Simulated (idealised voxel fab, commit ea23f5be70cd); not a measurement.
Documented hereafter: the process module known as voxel spacer lines.
Xsec cut, 265 nm wide, square cell size 5 nm.
Cross-section layout: square cells on a grid; listed as bands, top to bottom; a band spans one or more cell rows. The entry gives the band's vertical extent as a top height and a bottom height in nm, then its horizontal make-up as materials from left to right, each with a width in nm. "blank" stands for empty space; a single material marked "throughout" fills the band edge to edge. Beneath 0, the wafer as received is one material, and that level is where height counting begins. The lowest band goes on downward without a bottom; it is written like "top 0, no bottom". It should be noted that a width expressed as "30->40" varies in equal increments from row to row of cells within the band, taking the value of the first number at the top row and that of the second number at the bottom row. Any step labelled "no modifications" changed none of the cells in the cross-section. "Voids lacking openings" contains a list of empty spaces, each no smaller than 8 cells and without an open way to the top, written in the form width x height at distance with the distance from the left edge and all three in nm. Formally, on a step line, whatever follows the settings is a remark that the simulator itself makes on the step. The setting "overlay nm" may be written on the line of a step. When the step uses a mask, the value reports how far to the right of the planned place the mask lay, and a negative value reports that it lay to the left.

[Process steps - plan]
1 op RECEIVE | material Si
2 op CONFORMAL_DEP | material Al2O3 | thk nm 10
3 op DIRECTIONAL_DEP | material W | thk nm 10
4 op DIRECTIONAL_DEP | material polySi | thk nm 25
5 op PATTERN | tone cover | mask id MANDREL | material resist | width nm 20 | pitch nm 70 | thk nm 30 | overlay nm -15
6 op DIRECTIONAL_ETCH | etch materials polySi | depth nm 25
7 op STRIP | etch materials resist
8 op CONFORMAL_DEP | material SiO2 | thk nm 15
9 op DIRECTIONAL_ETCH | etch materials SiO2 | depth nm 15
10 op STRIP | etch materials polySi
11 op DIRECTIONAL_ETCH | etch materials W | depth nm 10
12 op STRIP | etch materials SiO2
For clarity, it should be stated that the wafers under discussion commence in an identical condition and differ with respect to the overlay nm of step 5, the plan indicating the value that the first wafer had.

[As-received cross-section, first of several wafers, post step 1]
- top 0, no bottom: Si throughout
- Voids lacking openings: none

[End-of-module cross-section, first of several wafers, after last step 12]
- top 20, bottom 10: blank 55 / W 15 / blank 20 / W 15 / blank 20 / W 15 / blank 20 / W 15 / blank 90
- top 10, bottom 0: Al2O3 throughout
- top 0, no bottom: Si throughout
- Voids lacking openings: none

[End of module, last wafer sectioned]
- top 20, bottom 10: blank 85 / W 15 / blank 20 / W 15 / blank 20 / W 15 / blank 20 / W 15 / blank 60
- top 10, bottom 0: Al2O3 throughout
- top 0, no bottom: Si throughout
- Voids lacking openings: none

[Table: wafers, a row each; end-of-module cell change per material since receipt, gain (+), loss (-); then closed voids]
overlay nm -15, +106 Al2O3, +24 W, Voids lacking openings: none
overlay nm -10, +106 Al2O3, +24 W, Voids lacking openings: none
overlay nm -5, +106 Al2O3, +24 W, Voids lacking openings: none
overlay nm 0, +106 Al2O3, +24 W, Voids lacking openings: none
overlay nm 5, +106 Al2O3, +24 W, Voids lacking openings: none
overlay nm 10, +106 Al2O3, +24 W, Voids lacking openings: none
overlay nm 15, +106 Al2O3, +24 W, Voids lacking openings: none
